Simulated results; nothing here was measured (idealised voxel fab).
Documented hereafter: the process module known as voxel self aligned contacts.
Displayed cross-section: cut, width of 250 nm, square cells sized 5 nm.
We lay out every cross-section as a grid of square cells and spell it out in bands from the top down, where one band means one or more rows of cells. Basically the band line says how high the top is and how high the bottom is, in nm, and then what's in it from left to right, every material with its width in nm. Empty space shows up as "air", and if a single material carries "everywhere" it runs the full band edge to edge. Height 0 is the level under which the wafer as received is all one material. The lowest band goes on downwards, as in "0 and below". A width given as "30 to 40" starts at the first number in the band's top row and ends at the second number in its bottom row, shifting by an equal amount at every step from row to row. Take "no alterations made" at face value: in the step it is given for, the cross-section changed in none of its cells. Entry "Listed closed voids". Content: empty spaces with no open connection to the top, size 8 cells or greater. Each: width x height at distance. Distance: from left edge. Unit: nm. The remark found on a step's line after its settings is issued by the simulator itself and pertains to that step. The "overlay nm" setting may appear on a step's line; for a step that uses a mask, it gives how far to the right of its planned position the mask lay, and a negative value indicates the left. Reading key. Pairs: pre-step and post-step cross-section, one process step apart; post-step view only to lowest changed band. Step between + settings: beneath pair. Runs: pairs may be from different runs of this module, same starting wafer. Continuation from pair above: only where "Before-step section" entry says.
**Before-step section**
- 60 down to 50  SiO2 60, then air 55, then SiO2 15, then air 55, then SiO2 65
- 50 down to 30  SiO2 30, then SiN 45, then air 25, then SiN 45, then air 25, then SiN 45, then SiO2 35
- 30 down to 10  SiO2 30, then SiN 5, then polySi 35, then SiN 5, then air 25, then SiN 5, then polySi 35, then SiN 5, then air 25, then SiN 5, then polySi 35, then SiN 5, then SiO2 35
- 10 down to 5  SiN 35, then polySi 35, then SiN 35, then polySi 35, then SiN 35, then polySi 35, then SiN 40
- 5 down to 0  SiO2 everywhere
- 0 and below  Si everywhere
- Listed closed voids: none
**Post-Step Appearance**
- 65 down to 60  TiN 65, then air 45, then TiN 25, then air 45, then TiN 70
- 60 down to 50  SiO2 60, then TiN 5 to 20, then air 45 to 15, then TiN 5 to 20, then SiO2 15, then TiN 5 to 20, then air 45 to 15, then TiN 5 to 20, then SiO2 65
- 50 down to 30  SiO2 30, then SiN 45, then TiN 5, then air 15, then TiN 5, then SiN 45, then TiN 5, then air 15, then TiN 5, then SiN 45, then SiO2 35
- 30 down to 15  SiO2 30, then SiN 5, then polySi 35, then SiN 5, then TiN 5, then air 15, then TiN 5, then SiN 5, then polySi 35, then SiN 5, then TiN 5, then air 15, then TiN 5, then SiN 5, then polySi 35, then SiN 5, then SiO2 35
- 15 down to 10  SiO2 30, then SiN 5, then polySi 35, then SiN 5, then TiN 25, then SiN 5, then polySi 35, then SiN 5, then TiN 25, then SiN 5, then polySi 35, then SiN 5, then SiO2 35
- Below a height of 10, the structure has not been altered.
- Listed closed voids: none
Connecting step for the cross-sections above: CONFORMAL_DEP: material TiN, thk nm 5
Before-step section: after-step cross-section of the pair just above applies.
**Post-Step Appearance**
- 75 down to 65  Ru everywhere
- 65 down to 60  TiN 65, then Ru 45, then TiN 25, then Ru 45, then TiN 70
- 60 down to 50  SiO2 60, then TiN 5 to 20, then Ru 45 to 15, then TiN 5 to 20, then SiO2 15, then TiN 5 to 20, then Ru 45 to 15, then TiN 5 to 20, then SiO2 65
- 50 down to 30  SiO2 30, then SiN 45, then TiN 5, then Ru 15, then TiN 5, then SiN 45, then TiN 5, then Ru 15, then TiN 5, then SiN 45, then SiO2 35
- 30 down to 15  SiO2 30, then SiN 5, then polySi 35, then SiN 5, then TiN 5, then Ru 15, then TiN 5, then SiN 5, then polySi 35, then SiN 5, then TiN 5, then Ru 15, then TiN 5, then SiN 5, then polySi 35, then SiN 5, then SiO2 35
- Below a height of 15, the structure has not been altered.
- Listed closed voids: none
Connecting step for the cross-sections above: FILL_DEP: material Ru, thk nm 10
Before-step section: after-step cross-section of the pair just above applies.
**Post-Step Appearance**
- 60 down to 50  SiO2 60, then TiN 5 to 20, then Ru 45 to 15, then TiN 5 to 20, then SiO2 15, then TiN 5 to 20, then Ru 45 to 15, then TiN 5 to 20, then SiO2 65
- Below a height of 50, the structure has not been altered.
- Listed closed voids: none
Connecting step for the cross-sections above: CMP: height nm 60
Before-step section: after-step cross-section of the pair just above applies.
**Post-Step Appearance**
- 65 down to 60  SiN everywhere
- Below a height of 60, the structure has not been altered.
- Listed closed voids: none
Connecting step for the cross-sections above: CONFORMAL_DEP: material SiN, thk nm 5
**Before-step section**
- 75 down to 65  Ru everywhere
- 65 down to 60  TiN 65, then Ru 45, then TiN 25, then Ru 45, then TiN 70
- 60 down to 50  SiO2 60, then TiN 5 to 20, then Ru 45 to 15, then TiN 5 to 20, then SiO2 15, then TiN 5 to 20, then Ru 45 to 15, then TiN 5 to 20, then SiO2 65
- 50 down to 30  SiO2 30, then SiN 45, then TiN 5, then Ru 15, then TiN 5, then SiN 45, then TiN 5, then Ru 15, then TiN 5, then SiN 45, then SiO2 35
- 30 down to 5  SiO2 30, then SiN 5, then polySi 35, then SiN 5, then TiN 5, then Ru 15, then TiN 5, then SiN 5, then polySi 35, then SiN 5, then TiN 5, then Ru 15, then TiN 5, then SiN 5, then polySi 35, then SiN 5, then SiO2 35
- 5 down to 0  SiO2 75, then TiN 25, then SiO2 45, then TiN 25, then SiO2 80
- 0 and below  Si everywhere
- Listed closed voids: none
**Post-Step Appearance**
- 70 down to 65  Ru everywhere
- Below a height of 65, the structure has not been altered.
- Listed closed voids: none
Connecting step for the cross-sections above: CMP: height nm 70
Before-step section: after-step cross-section of the pair just above applies.
**Post-Step Appearance**
- 75 down to 70  SiN everywhere
- Below a height of 70, the structure has not been altered.
- Listed closed voids: none
Connecting step for the cross-sections above: CONFORMAL_DEP: material SiN, thk nm 5
**Before-step section**
- 60 down to 50  aC everywhere
- 50 down to 30  SiN everywhere
- 30 down to 5  polySi everywhere
- 5 down to 0  SiO2 everywhere
- 0 and below  Si everywhere
- Listed closed voids: none
**Post-Step Appearance**
- 90 down to 60  air 35, then resist 40, then air 30, then resist 40, then air 30, then resist 40, then air 35
- Below a height of 60, the structure has not been altered.
- Listed closed voids: none
Connecting step for the cross-sections above: PATTERN: tone cover, mask id GATE, material resist, width nm 40, pitch nm 70, thk nm 30, overlay nm 0
Before-step section: after-step cross-section of the pair just above applies.
**Post-Step Appearance**
- 80 down to 60  air 35, then resist 40, then air 30, then resist 40, then air 30, then resist 40, then air 35
- 60 down to 50  air 35, then aC 40, then air 30, then aC 40, then air 30, then aC 40, then air 35
- Below a height of 50, the structure has not been altered.
- Listed closed voids: none
Connecting step for the cross-sections above: DIRECTIONAL_ETCH: etch materials aC, depth nm 10
Before-step section: after-step cross-section of the pair just above applies.
**Post-Step Appearance**
- 60 down to 50  air 35, then aC 40, then air 30, then aC 40, then air 30, then aC 40, then air 35
- Below a height of 50, the structure has not been altered.
- Listed closed voids: none
Connecting step for the cross-sections above: STRIP: etch materials resist
Before-step section: after-step cross-section of the pair just above applies.
**Post-Step Appearance**
- 60 down to 50  air 35, then aC 40, then air 30, then aC 40, then air 30, then aC 40, then air 35
- 50 down to 30  air 35, then SiN 40, then air 30, then SiN 40, then air 30, then SiN 40, then air 35
- Below a height of 30, the structure has not been altered.
- Listed closed voids: none
Connecting step for the cross-sections above: DIRECTIONAL_ETCH: etch materials SiN, depth nm 20
Before-step section: after-step cross-section of the pair just above applies.
**Post-Step Appearance**
- 60 down to 50  air 35, then aC 40, then air 30, then aC 40, then air 30, then aC 40, then air 35
- 50 down to 30  air 35, then SiN 40, then air 30, then SiN 40, then air 30, then SiN 40, then air 35
- 30 down to 5  air 35, then polySi 40, then air 30, then polySi 40, then air 30, then polySi 40, then air 35
- Below a height of 5, the structure has not been altered.
- Listed closed voids: none
Connecting step for the cross-sections above: DIRECTIONAL_ETCH: etch materials polySi, depth nm 25
Before-step section: after-step cross-section of the pair just above applies.
**Post-Step Appearance**
- 50 down to 30  air 35, then SiN 40, then air 30, then SiN 40, then air 30, then SiN 40, then air 35
- Below a height of 30, the structure has not been altered.
- Listed closed voids: none
Connecting step for the cross-sections above: STRIP: etch materials aC
Before-step section: after-step cross-section of the pair just above applies.
**Post-Step Appearance**
- 55 down to 30  air 30, then SiN 50, then air 20, then SiN 50, then air 20, then SiN 50, then air 30
- 30 down to 10  air 30, then SiN 5, then polySi 40, then SiN 5, then air 20, then SiN 5, then polySi 40, then SiN 5, then air 20, then SiN 5, then polySi 40, then SiN 5, then air 30
- 10 down to 5  SiN 35, then polySi 40, then SiN 30, then polySi 40, then SiN 30, then polySi 40, then SiN 35
- Below a height of 5, the structure has not been altered.
- Listed closed voids: none
Connecting step for the cross-sections above: CONFORMAL_DEP: material SiN, thk nm 5
Before-step section: after-step cross-section of the pair just above applies.
**Post-Step Appearance**
- 50 down to 30  air 30, then SiN 50, then air 20, then SiN 50, then air 20, then SiN 50, then air 30
- 30 down to 5  air 30, then SiN 5, then polySi 40, then SiN 5, then air 20, then SiN 5, then polySi 40, then SiN 5, then air 20, then SiN 5, then polySi 40, then SiN 5, then air 30
- Below a height of 5, the structure has not been altered.
- Listed closed voids: none
Connecting step for the cross-sections above: DIRECTIONAL_ETCH: etch materials SiN, depth nm 5
Before-step section: after-step cross-section of the pair just above applies.
**Post-Step Appearance**
- 65 down to 50  SiO2 everywhere
- 50 down to 30  SiO2 30, then SiN 50, then SiO2 20, then SiN 50, then SiO2 20, then SiN 50, then SiO2 30
- 30 down to 5  SiO2 30, then SiN 5, then polySi 40, then SiN 5, then SiO2 20, then SiN 5, then polySi 40, then SiN 5, then SiO2 20, then SiN 5, then polySi 40, then SiN 5, then SiO2 30
- Below a height of 5, the structure has not been altered.
- Listed closed voids: none
Connecting step for the cross-sections above: FILL_DEP: material SiO2, thk nm 15
Before-step section: after-step cross-section of the pair just above applies.
**Post-Step Appearance**
- 60 down to 50  SiO2 everywhere
- Below a height of 50, the structure has not been altered.
- Listed closed voids: none
Connecting step for the cross-sections above: CMP: height nm 60
Before-step section: after-step cross-section of the pair just above applies.
**Post-Step Appearance**
- 70 down to 60  aC everywhere
- Below a height of 60, the structure has not been altered.
- Listed closed voids: none
Connecting step for the cross-sections above: DIRECTIONAL_DEP: material aC, thk nm 10
Before-step section: after-step cross-section of the pair just above applies.
**Post-Step Appearance**
- 95 down to 70  resist 60, then air 55, then resist 15, then air 55, then resist 65
- Below a height of 70, the structure has not been altered.
- Listed closed voids: none
Connecting step for the cross-sections above: PATTERN: tone open, mask id CONTACT, material resist, width nm 55, pitch nm 70, thk nm 25, overlay nm 0
Before-step section: after-step cross-section of the pair just above applies.
**Post-Step Appearance**
- 85 down to 70  resist 60, then air 55, then resist 15, then air 55, then resist 65
- 70 down to 60  aC 60, then air 55, then aC 15, then air 55, then aC 65
- Below a height of 60, the structure has not been altered.
- Listed closed voids: none
Connecting step for the cross-sections above: DIRECTIONAL_ETCH: etch materials aC, depth nm 10
Before-step section: after-step cross-section of the pair just above applies.
**Post-Step Appearance**
- 70 down to 60  aC 60, then air 55, then aC 15, then air 55, then aC 65
- Below a height of 60, the structure has not been altered.
- Listed closed voids: none
Connecting step for the cross-sections above: STRIP: etch materials resist
Before-step section: after-step cross-section of the pair just above applies.
**Post-Step Appearance**
- 70 down to 60  aC 60, then air 55, then aC 15, then air 55, then aC 65
- 60 down to 50  SiO2 60, then air 55, then SiO2 15, then air 55, then SiO2 65
- 50 down to 30  SiO2 30, then SiN 50, then air 20, then SiN 50, then air 20, then SiN 50, then SiO2 30
- 30 down to 5  SiO2 30, then SiN 5, then polySi 40, then SiN 5, then air 20, then SiN 5, then polySi 40, then SiN 5, then air 20, then SiN 5, then polySi 40, then SiN 5, then SiO2 30
- 5 down to 0  SiO2 80, then air 20, then SiO2 50, then air 20, then SiO2 80
- Below a height of 0, the structure has not been altered.
- Listed closed voids: none
Connecting step for the cross-sections above: DIRECTIONAL_ETCH: etch materials SiO2, depth nm 60
Before-step section: after-step cross-section of the pair just above applies.
**Post-Step Appearance**
- 60 down to 50  SiO2 60, then air 55, then SiO2 15, then air 55, then SiO2 65
- Below a height of 50, the structure has not been altered.
- Listed closed voids: none
Connecting step for the cross-sections above: STRIP: etch materials aC
Before-step section: after-step cross-section of the pair just above applies.
**Post-Step Appearance**
- 65 down to 60  TiN 65, then air 45, then TiN 25, then air 45, then TiN 70
- 60 down to 50  SiO2 60, then TiN 5 to 25, then air 45 to 10, then TiN 5 to 20, then SiO2 15, then TiN 5 to 25, then air 45 to 10, then TiN 5 to 20, then SiO2 65
- 50 down to 30  SiO2 30, then SiN 50, then TiN 5, then air 10, then TiN 5, then SiN 50, then TiN 5, then air 10, then TiN 5, then SiN 50, then SiO2 30
- 30 down to 5  SiO2 30, then SiN 5, then polySi 40, then SiN 5, then TiN 5, then air 10, then TiN 5, then SiN 5, then polySi 40, then SiN 5, then TiN 5, then air 10, then TiN 5, then SiN 5, then polySi 40, then SiN 5, then SiO2 30
- 5 down to 0  SiO2 80, then TiN 20, then SiO2 50, then TiN 20, then SiO2 80
- Below a height of 0, the structure has not been altered.
- Listed closed voids: none
Connecting step for the cross-sections above: CONFORMAL_DEP: material TiN, thk nm 5
Before-step section: after-step cross-section of the pair just above applies.
**Post-Step Appearance**
- 75 down to 65  Ru everywhere
- 65 down to 60  TiN 65, then Ru 45, then TiN 25, then Ru 45, then TiN 70
- 60 down to 50  SiO2 60, then TiN 5 to 25, then Ru 45 to 10, then TiN 5 to 20, then SiO2 15, then TiN 5 to 25, then Ru 45 to 10, then TiN 5 to 20, then SiO2 65
- 50 down to 30  SiO2 30, then SiN 50, then TiN 5, then Ru 10, then TiN 5, then SiN 50, then TiN 5, then Ru 10, then TiN 5, then SiN 50, then SiO2 30
- 30 down to 5  SiO2 30, then SiN 5, then polySi 40, then SiN 5, then TiN 5, then Ru 10, then TiN 5, then SiN 5, then polySi 40, then SiN 5, then TiN 5, then Ru 10, then TiN 5, then SiN 5, then polySi 40, then SiN 5, then SiO2 30
- Below a height of 5, the structure has not been altered.
- Listed closed voids: none
Connecting step for the cross-sections above: FILL_DEP: material Ru, thk nm 10
Before-step section: after-step cross-section of the pair just above applies.
**Post-Step Appearance**
- 60 down to 50  SiO2 60, then TiN 5 to 25, then Ru 45 to 10, then TiN 5 to 20, then SiO2 15, then TiN 5 to 25, then Ru 45 to 10, then TiN 5 to 20, then SiO2 65
- Below a height of 50, the structure has not been altered.
- Listed closed voids: none
Connecting step for the cross-sections above: CMP: height nm 60
Before-step section: after-step cross-section of the pair just above applies.
**Post-Step Appearance**
- 65 down to 60  SiN everywhere
- Below a height of 60, the structure has not been altered.
- Listed closed voids: none
Connecting step for the cross-sections above: CONFORMAL_DEP: material SiN, thk nm 5
**Before-step section**
- 60 down to 50  aC everywhere
- 50 down to 30  SiN everywhere
- 30 down to 5  polySi everywhere
- 5 down to 0  SiO2 everywhere
- 0 and below  Si everywhere
- Listed closed voids: none
**Post-Step Appearance**
- 90 down to 60  air 45, then resist 35, then air 35, then resist 35, then air 35, then resist 35, then air 30
- Below a height of 60, the structure has not been altered.
- Listed closed voids: none
Connecting step for the cross-sections above: PATTERN: tone cover, mask id GATE, material resist, width nm 35, pitch nm 70, thk nm 30, overlay nm 10
Before-step section: after-step cross-section of the pair just above applies.
**Post-Step Appearance**
- 80 down to 60  air 45, then resist 35, then air 35, then resist 35, then air 35, then resist 35, then air 30
- 60 down to 50  air 45, then aC 35, then air 35, then aC 35, then air 35, then aC 35, then air 30
- Below a height of 50, the structure has not been altered.
- Listed closed voids: none
Connecting step for the cross-sections above: DIRECTIONAL_ETCH: etch materials aC, depth nm 10
Before-step section: after-step cross-section of the pair just above applies.
**Post-Step Appearance**
- 60 down to 50  air 45, then aC 35, then air 35, then aC 35, then air 35, then aC 35, then air 30
- Below a height of 50, the structure has not been altered.
- Listed closed voids: none
Connecting step for the cross-sections above: STRIP: etch materials resist
Before-step section: after-step cross-section of the pair just above applies.
**Post-Step Appearance**
- 60 down to 50  air 45, then aC 35, then air 35, then aC 35, then air 35, then aC 35, then air 30
- 50 down to 30  air 45, then SiN 35, then air 35, then SiN 35, then air 35, then SiN 35, then air 30
- Below a height of 30, the structure has not been altered.
- Listed closed voids: none
Connecting step for the cross-sections above: DIRECTIONAL_ETCH: etch materials SiN, depth nm 20
Before-step section: after-step cross-section of the pair just above applies.
**Post-Step Appearance**
- 60 down to 50  air 45, then aC 35, then air 35, then aC 35, then air 35, then aC 35, then air 30
- 50 down to 30  air 45, then SiN 35, then air 35, then SiN 35, then air 35, then SiN 35, then air 30
- 30 down to 5  air 45, then polySi 35, then air 35, then polySi 35, then air 35, then polySi 35, then air 30
- Below a height of 5, the structure has not been altered.
- Listed closed voids: none
Connecting step for the cross-sections above: DIRECTIONAL_ETCH: etch materials polySi, depth nm 25
Before-step section: after-step cross-section of the pair just above applies.
**Post-Step Appearance**
- 50 down to 30  air 45, then SiN 35, then air 35, then SiN 35, then air 35, then SiN 35, then air 30
- Below a height of 30, the structure has not been altered.
- Listed closed voids: none
Connecting step for the cross-sections above: STRIP: etch materials aC
Before-step section: after-step cross-section of the pair just above applies.
**Post-Step Appearance**
- 55 down to 30  air 40, then SiN 45, then air 25, then SiN 45, then air 25, then SiN 45, then air 25
- 30 down to 10  air 40, then SiN 5, then polySi 35, then SiN 5, then air 25, then SiN 5, then polySi 35, then SiN 5, then air 25, then SiN 5, then polySi 35, then SiN 5, then air 25
- 10 down to 5  SiN 45, then polySi 35, then SiN 35, then polySi 35, then SiN 35, then polySi 35, then SiN 30
- Below a height of 5, the structure has not been altered.
- Listed closed voids: none
Connecting step for the cross-sections above: CONFORMAL_DEP: material SiN, thk nm 5
Before-step section: after-step cross-section of the pair just above applies.
**Post-Step Appearance**
- 50 down to 30  air 40, then SiN 45, then air 25, then SiN 45, then air 25, then SiN 45, then air 25
- 30 down to 5  air 40, then SiN 5, then polySi 35, then SiN 5, then air 25, then SiN 5, then polySi 35, then SiN 5, then air 25, then SiN 5, then polySi 35, then SiN 5, then air 25
- Below a height of 5, the structure has not been altered.
- Listed closed voids: none
Connecting step for the cross-sections above: DIRECTIONAL_ETCH: etch materials SiN, depth nm 5
Before-step section: after-step cross-section of the pair just above applies.
**Post-Step Appearance**
- 65 down to 50  SiO2 everywhere
- 50 down to 30  SiO2 40, then SiN 45, then SiO2 25, then SiN 45, then SiO2 25, then SiN 45, then SiO2 25
- 30 down to 5  SiO2 40, then SiN 5, then polySi 35, then SiN 5, then SiO2 25, then SiN 5, then polySi 35, then SiN 5, then SiO2 25, then SiN 5, then polySi 35, then SiN 5, then SiO2 25
- Below a height of 5, the structure has not been altered.
- Listed closed voids: none
Connecting step for the cross-sections above: FILL_DEP: material SiO2, thk nm 15
Before-step section: after-step cross-section of the pair just above applies.
**Post-Step Appearance**
- 60 down to 50  SiO2 everywhere
- Below a height of 50, the structure has not been altered.
- Listed closed voids: none
Connecting step for the cross-sections above: CMP: height nm 60
Before-step section: after-step cross-section of the pair just above applies.
**Post-Step Appearance**
- 70 down to 60  aC everywhere
- Below a height of 60, the structure has not been altered.
- Listed closed voids: none
Connecting step for the cross-sections above: DIRECTIONAL_DEP: material aC, thk nm 10
Before-step section: after-step cross-section of the pair just above applies.
**Post-Step Appearance**
- 95 down to 70  resist 60, then air 55, then resist 15, then air 55, then resist 65
- Below a height of 70, the structure has not been altered.
- Listed closed voids: none
Connecting step for the cross-sections above: PATTERN: tone open, mask id CONTACT, material resist, width nm 55, pitch nm 70, thk nm 25, overlay nm 0
Before-step section: after-step cross-section of the pair just above applies.
**Post-Step Appearance**
- 85 down to 70  resist 60, then air 55, then resist 15, then air 55, then resist 65
- 70 down to 60  aC 60, then air 55, then aC 15, then air 55, then aC 65
- Below a height of 60, the structure has not been altered.
- Listed closed voids: none
Connecting step for the cross-sections above: DIRECTIONAL_ETCH: etch materials aC, depth nm 10
Before-step section: after-step cross-section of the pair just above applies.
**Post-Step Appearance**
- 70 down to 60  aC 60, then air 55, then aC 15, then air 55, then aC 65
- Below a height of 60, the structure has not been altered.
- Listed closed voids: none
Connecting step for the cross-sections above: STRIP: etch materials resist
Before-step section: after-step cross-section of the pair just above applies.
**Post-Step Appearance**
- 70 down to 60  aC 60, then air 55, then aC 15, then air 55, then aC 65
- 60 down to 50  SiO2 60, then air 55, then SiO2 15, then air 55, then SiO2 65
- 50 down to 30  SiO2 40, then SiN 45, then air 25, then SiN 45, then air 25, then SiN 45, then SiO2 25
- 30 down to 5  SiO2 40, then SiN 5, then polySi 35, then SiN 5, then air 25, then SiN 5, then polySi 35, then SiN 5, then air 25, then SiN 5, then polySi 35, then SiN 5, then SiO2 25
- 5 down to 0  SiO2 85, then air 25, then SiO2 45, then air 25, then SiO2 70
- Below a height of 0, the structure has not been altered.
- Listed closed voids: none
Connecting step for the cross-sections above: DIRECTIONAL_ETCH: etch materials SiO2, depth nm 60
Before-step section: after-step cross-section of the pair just above applies.
**Post-Step Appearance**
- 60 down to 50  SiO2 60, then air 55, then SiO2 15, then air 55, then SiO2 65
- Below a height of 50, the structure has not been altered.
- Listed closed voids: none
Connecting step for the cross-sections above: STRIP: etch materials aC
Before-step section: after-step cross-section of the pair just above applies.
**Post-Step Appearance**
- 65 down to 60  TiN 65, then air 45, then TiN 25, then air 45, then TiN 70
- 60 down to 50  SiO2 60, then TiN 5 to 30, then air 45 to 15, then TiN 5 to 10, then SiO2 15, then TiN 5 to 30, then air 45 to 15, then TiN 5 to 10, then SiO2 65
- 50 down to 30  SiO2 40, then SiN 45, then TiN 5, then air 15, then TiN 5, then SiN 45, then TiN 5, then air 15, then TiN 5, then SiN 45, then SiO2 25
- 30 down to 5  SiO2 40, then SiN 5, then polySi 35, then SiN 5, then TiN 5, then air 15, then TiN 5, then SiN 5, then polySi 35, then SiN 5, then TiN 5, then air 15, then TiN 5, then SiN 5, then polySi 35, then SiN 5, then SiO2 25
- 5 down to 0  SiO2 85, then TiN 25, then SiO2 45, then TiN 25, then SiO2 70
- Below a height of 0, the structure has not been altered.
- Listed closed voids: none
Connecting step for the cross-sections above: CONFORMAL_DEP: material TiN, thk nm 5
Before-step section: after-step cross-section of the pair just above applies.
**Post-Step Appearance**
- 75 down to 65  Ru everywhere
- 65 down to 60  TiN 65, then Ru 45, then TiN 25, then Ru 45, then TiN 70
- 60 down to 50  SiO2 60, then TiN 5 to 30, then Ru 45 to 15, then TiN 5 to 10, then SiO2 15, then TiN 5 to 30, then Ru 45 to 15, then TiN 5 to 10, then SiO2 65
- 50 down to 30  SiO2 40, then SiN 45, then TiN 5, then Ru 15, then TiN 5, then SiN 45, then TiN 5, then Ru 15, then TiN 5, then SiN 45, then SiO2 25
- 30 down to 5  SiO2 40, then SiN 5, then polySi 35, then SiN 5, then TiN 5, then Ru 15, then TiN 5, then SiN 5, then polySi 35, then SiN 5, then TiN 5, then Ru 15, then TiN 5, then SiN 5, then polySi 35, then SiN 5, then SiO2 25
- Below a height of 5, the structure has not been altered.
- Listed closed voids: none
Connecting step for the cross-sections above: FILL_DEP: material Ru, thk nm 10
Before-step section: after-step cross-section of the pair just above applies.
**Post-Step Appearance**
- 60 down to 50  SiO2 60, then TiN 5 to 30, then Ru 45 to 15, then TiN 5 to 10, then SiO2 15, then TiN 5 to 30, then Ru 45 to 15, then TiN 5 to 10, then SiO2 65
- Below a height of 50, the structure has not been altered.
- Listed closed voids: none
Connecting step for the cross-sections above: CMP: height nm 60
Before-step section: after-step cross-section of the pair just above applies.
**Post-Step Appearance**
- 65 down to 60  SiN everywhere
- Below a height of 60, the structure has not been altered.
- Listed closed voids: none
Connecting step for the cross-sections above: CONFORMAL_DEP: material SiN, thk nm 5
**Before-step section**
- 50 down to 30  air 30, then SiN 45, then air 25, then SiN 45, then air 25, then SiN 45, then air 35
- 30 down to 5  air 30, then SiN 5, then polySi 35, then SiN 5, then air 25, then SiN 5, then polySi 35, then SiN 5, then air 25, then SiN 5, then polySi 35, then SiN 5, then air 35
- 5 down to 0  SiO2 everywhere
- 0 and below  Si everywhere
- Listed closed voids: none
**Post-Step Appearance**
- 65 down to 50  aC everywhere
- 50 down to 30  aC 30, then SiN 45, then aC 25, then SiN 45, then aC 25, then SiN 45, then aC 35
- 30 down to 5  aC 30, then SiN 5, then polySi 35, then SiN 5, then aC 25, then SiN 5, then polySi 35, then SiN 5, then aC 25, then SiN 5, then polySi 35, then SiN 5, then aC 35
- Below a height of 5, the structure has not been altered.
- Listed closed voids: none
Connecting step for the cross-sections above: FILL_DEP: material aC, thk nm 15
Before-step section: after-step cross-section of the pair just above applies.
**Post-Step Appearance**
- 60 down to 50  aC everywhere
- Below a height of 50, the structure has not been altered.
- Listed closed voids: none
Connecting step for the cross-sections above: CMP: height nm 60
Before-step section: after-step cross-section of the pair just above applies.
**Post-Step Appearance**
- 70 down to 50  aC everywhere
- Below a height of 50, the structure has not been altered.
- Listed closed voids: none
Connecting step for the cross-sections above: DIRECTIONAL_DEP: material aC, thk nm 10
Before-step section: after-step cross-section of the pair just above applies.
**Post-Step Appearance**
- 95 down to 70  resist 60, then air 55, then resist 15, then air 55, then resist 65
- Below a height of 70, the structure has not been altered.
- Listed closed voids: none
Connecting step for the cross-sections above: PATTERN: tone open, mask id CONTACT, material resist, width nm 55, pitch nm 70, thk nm 25, overlay nm 0
Before-step section: after-step cross-section of the pair just above applies.
**Post-Step Appearance**
- 85 down to 70  resist 60, then air 55, then resist 15, then air 55, then resist 65
- 70 down to 60  aC 60, then air 55, then aC 15, then air 55, then aC 65
- Below a height of 60, the structure has not been altered.
- Listed closed voids: none
Connecting step for the cross-sections above: DIRECTIONAL_ETCH: etch materials aC, depth nm 10
Before-step section: after-step cross-section of the pair just above applies.
**Post-Step Appearance**
- 70 down to 60  aC 60, then air 55, then aC 15, then air 55, then aC 65
- Below a height of 60, the structure has not been altered.
- Listed closed voids: none
Connecting step for the cross-sections above: STRIP: etch materials resist
Before-step section: after-step cross-section of the pair just above applies.
**Post-Step Appearance**
- 50 down to 30  air 30, then SiN 45, then air 25, then SiN 45, then air 25, then SiN 45, then air 35
- 30 down to 5  air 30, then SiN 5, then polySi 35, then SiN 5, then air 25, then SiN 5, then polySi 35, then SiN 5, then air 25, then SiN 5, then polySi 35, then SiN 5, then air 35
- Below a height of 5, the structure has not been altered.
- Listed closed voids: none
Connecting step for the cross-sections above: STRIP: etch materials aC
Before-step section: after-step cross-section of the pair just above applies.
**Post-Step Appearance**
- 55 down to 50  air 25, then TiN 55, then air 15, then TiN 55, then air 15, then TiN 55, then air 30
- 50 down to 30  air 25, then TiN 5, then SiN 45, then TiN 5, then air 15, then TiN 5, then SiN 45, then TiN 5, then air 15, then TiN 5, then SiN 45, then TiN 5, then air 30
- 30 down to 10  air 25, then TiN 5, then SiN 5, then polySi 35, then SiN 5, then TiN 5, then air 15, then TiN 5, then SiN 5, then polySi 35, then SiN 5, then TiN 5, then air 15, then TiN 5, then SiN 5, then polySi 35, then SiN 5, then TiN 5, then air 30
- 10 down to 5  TiN 30, then SiN 5, then polySi 35, then SiN 5, then TiN 25, then SiN 5, then polySi 35, then SiN 5, then TiN 25, then SiN 5, then polySi 35, then SiN 5, then TiN 35
- Below a height of 5, the structure has not been altered.
- Listed closed voids: none
Connecting step for the cross-sections above: CONFORMAL_DEP: material TiN, thk nm 5
Before-step section: after-step cross-section of the pair just above applies.
**Post-Step Appearance**
- 65 down to 55  Ru everywhere
- 55 down to 50  Ru 25, then TiN 55, then Ru 15, then TiN 55, then Ru 15, then TiN 55, then Ru 30
- 50 down to 30  Ru 25, then TiN 5, then SiN 45, then TiN 5, then Ru 15, then TiN 5, then SiN 45, then TiN 5, then Ru 15, then TiN 5, then SiN 45, then TiN 5, then Ru 30
- 30 down to 10  Ru 25, then TiN 5, then SiN 5, then polySi 35, then SiN 5, then TiN 5, then Ru 15, then TiN 5, then SiN 5, then polySi 35, then SiN 5, then TiN 5, then Ru 15, then TiN 5, then SiN 5, then polySi 35, then SiN 5, then TiN 5, then Ru 30
- Below a height of 10, the structure has not been altered.
- Listed closed voids: none
Connecting step for the cross-sections above: FILL_DEP: material Ru, thk nm 10
Before-step section: after-step cross-section of the pair just above applies.
**Post-Step Appearance**
- 60 down to 55  Ru everywhere
- Below a height of 55, the structure has not been altered.
- Listed closed voids: none
Connecting step for the cross-sections above: CMP: height nm 60
Before-step section: after-step cross-section of the pair just above applies.
**Post-Step Appearance**
- 65 down to 60  SiN everywhere
- Below a height of 60, the structure has not been altered.
- Listed closed voids: none
Connecting step for the cross-sections above: CONFORMAL_DEP: material SiN, thk nm 5
**Before-step section**
- 70 down to 60  aC everywhere
- 60 down to 50  SiO2 everywhere
- 50 down to 30  SiO2 30, then SiN 45, then SiO2 25, then SiN 45, then SiO2 25, then SiN 45, then SiO2 35
- 30 down to 5  SiO2 30, then SiN 5, then polySi 35, then SiN 5, then SiO2 25, then SiN 5, then polySi 35, then SiN 5, then SiO2 25, then SiN 5, then polySi 35, then SiN 5, then SiO2 35
- 5 down to 0  SiO2 everywhere
- 0 and below  Si everywhere
- Listed closed voids: none
**Post-Step Appearance**
- 95 down to 70  air 60, then resist 55, then air 15, then resist 55, then air 65
- Below a height of 70, the structure has not been altered.
- Listed closed voids: none
Connecting step for the cross-sections above: PATTERN: tone cover, mask id CONTACT, material resist, width nm 55, pitch nm 70, thk nm 25, overlay nm 0
Before-step section: after-step cross-section of the pair just above applies.
**Post-Step Appearance**
- 85 down to 70  air 60, then resist 55, then air 15, then resist 55, then air 65
- 70 down to 60  air 60, then aC 55, then air 15, then aC 55, then air 65
- Below a height of 60, the structure has not been altered.
- Listed closed voids: none
Connecting step for the cross-sections above: DIRECTIONAL_ETCH: etch materials aC, depth nm 10
Before-step section: after-step cross-section of the pair just above applies.
**Post-Step Appearance**
- 70 down to 60  air 60, then aC 55, then air 15, then aC 55, then air 65
- Below a height of 60, the structure has not been altered.
- Listed closed voids: none
Connecting step for the cross-sections above: STRIP: etch materials resist
